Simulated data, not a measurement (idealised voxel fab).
The process module presented herein is designated voxel capacitor over wiring.
Each square cell in cross-section cut measures 5 nm, and the section as a whole is 180 nm wide.
For the purposes of this document, a cross-section shall be understood as a grid of square cells, specified as bands listed in top-to-bottom order, each band consisting of one or more rows of cells.
In this notation a band is specified by the heights of its top and bottom, in that order and in nm, after which its materials appear from left to right, each paired with its width in nm. The word "all across" attached to a single material means that material fills the band from edge to edge; the word "blank" stands for empty space.
Convention: height 0 is the level below which the wafer, as received, is all one material. The lowest band does not terminate at the bottom but continues downward, represented as "0 down".
Width spec "30->40" -> top row of cells at first value, bottom row at second value, equal per-row change in between.
Step note "no alteration" = no cross-section cell changed.
Look at "Closed void entries" for the closed voids: empty spaces with no open path to the top, sized 8 cells or up. Each is width x height at distance, distance from the left edge, all nm.
Post-settings text on a step line: simulator's own remark regarding the step.
overlay nm: where the mask lay relative to plan, measured to the right, on steps with a mask; negatives go left.

-- Steps planned for the process
| 1 | RECEIVE | material Si |
| 2 | CONFORMAL_DEP | material SiO2 | thk nm 10 |
| 3 | DIRECTIONAL_DEP | material TiN | thk nm 5 |
| 4 | DIRECTIONAL_DEP | material Ru | thk nm 20 |
| 5 | MASKED_ETCH | tone cover | mask id METAL_1 | width nm 20 | pitch nm 75 | etch materials Ru | depth nm 20 | overlay nm 0 |
| 6 | MASKED_ETCH | tone cover | mask id METAL_1 | width nm 20 | pitch nm 75 | etch materials TiN | depth nm 5 | overlay nm 0 |
| 7 | CONFORMAL_DEP | material SiN | thk nm 5 |
| 8 | FILL_DEP | material SiO2 | thk nm 10 |
| 9 | CMP | height nm 35 |
| 10 | CONFORMAL_DEP | material SiCN | thk nm 5 |
| 11 | DIRECTIONAL_DEP | material lowk | thk nm 10 |
| 12 | PATTERN | tone open | mask id PLUG_1 | material resist | width nm 15 | thk nm 15 | overlay nm 0 |
| 13 | DIRECTIONAL_ETCH | etch materials lowk | depth nm 10 |
| 14 | DIRECTIONAL_ETCH | etch materials SiCN | depth nm 5 |
| 15 | STRIP | etch materials resist |
| 16 | CONFORMAL_DEP | material TiN | thk nm 5 |
| 17 | FILL_DEP | material W | thk nm 10 |
| 18 | CMP | height nm 50 |
| 19 | DIRECTIONAL_DEP | material TiN | thk nm 5 |
| 20 | DIRECTIONAL_DEP | material SiN | thk nm 5 |
| 21 | DIRECTIONAL_DEP | material TiN | thk nm 10 |
| 22 | PATTERN | tone cover | mask id UPPER_PLATE | material resist | width nm 60 | thk nm 15 | overlay nm 0 |
| 23 | DIRECTIONAL_ETCH | etch materials TiN | depth nm 10 |
| 24 | DIRECTIONAL_ETCH | etch materials SiN | depth nm 5 |
| 25 | STRIP | etch materials resist |
| 26 | PATTERN | tone cover | mask id LOWER_PLATE | material resist | width nm 70 | thk nm 15 | overlay nm 0 |
| 27 | DIRECTIONAL_ETCH | etch materials TiN | depth nm 5 |
| 28 | STRIP | etch materials resist |
| 29 | FILL_DEP | material SiO2 | thk nm 15 |
| 30 | CMP | height nm 80 |
| 31 | PATTERN | tone open | mask id PLUG_2 | material resist | width nm 15 | thk nm 15 | overlay nm 0 |
| 32 | DIRECTIONAL_ETCH | etch materials SiO2 | depth nm 10 |
| 33 | STRIP | etch materials resist |
| 34 | CONFORMAL_DEP | material TiN | thk nm 5 |
| 35 | FILL_DEP | material Ru | thk nm 10 |
| 36 | CMP | height nm 80 |
| 37 | CONFORMAL_DEP | material SiCN | thk nm 5 |

-- Delivered wafer in cross-section: state after step 1
0 down  Si all across
Closed void entries: none

-- First of two wafers: cross-section at end of module, run per plan
85 to 80  SiCN all across
80 to 75  55 nm SiO2 / 5 nm TiN / 5 nm Ru / 5 nm TiN / 110 nm SiO2
75 to 70  55 nm SiO2 / 15 nm TiN / 110 nm SiO2
70 to 60  45 nm SiO2 / 60 nm TiN / 75 nm SiO2
60 to 55  45 nm SiO2 / 60 nm SiN / 75 nm SiO2
55 to 50  40 nm SiO2 / 70 nm TiN / 70 nm SiO2
50 to 40  45 nm lowk / 5 nm TiN / 5 nm W / 5 nm TiN / 120 nm lowk
40 to 35  45 nm SiCN / 15 nm TiN / 120 nm SiCN
35 to 15  35 nm SiO2 / 5 nm SiN / 20 nm Ru / 5 nm SiN / 45 nm SiO2 / 5 nm SiN / 20 nm Ru / 5 nm SiN / 40 nm SiO2
15 to 10  40 nm SiN / 20 nm TiN / 55 nm SiN / 20 nm TiN / 45 nm SiN
10 to 0  SiO2 all across
0 down  Si all across
Closed void entries: none

-- Module end: cross-section of wafer two of two. Same start and process plan as the first wafer. One mistake during execution
85 to 80  SiCN all across
80 to 75  55 nm SiO2 / 5 nm lowk / 5 nm Ru / 5 nm lowk / 110 nm SiO2
75 to 70  55 nm SiO2 / 15 nm lowk / 110 nm SiO2
70 to 60  45 nm SiO2 / 60 nm TiN / 75 nm SiO2
60 to 55  45 nm SiO2 / 60 nm SiN / 75 nm SiO2
55 to 50  40 nm SiO2 / 70 nm TiN / 70 nm SiO2
50 to 40  45 nm lowk / 5 nm TiN / 5 nm W / 5 nm TiN / 120 nm lowk
40 to 35  45 nm SiCN / 15 nm TiN / 120 nm SiCN
35 to 15  35 nm SiO2 / 5 nm SiN / 20 nm Ru / 5 nm SiN / 45 nm SiO2 / 5 nm SiN / 20 nm Ru / 5 nm SiN / 40 nm SiO2
15 to 10  40 nm SiN / 20 nm TiN / 55 nm SiN / 20 nm TiN / 45 nm SiN
10 to 0  SiO2 all across
0 down  Si all across
Closed void entries: none
Processing error: in deviation from the planned setting, step 34 was conducted as CONFORMAL_DEP | material lowk | thk nm 5
End check, counted in cells, second wafer has more or fewer of these materials than the first: 5 fewer of TiN, 5 more of lowk
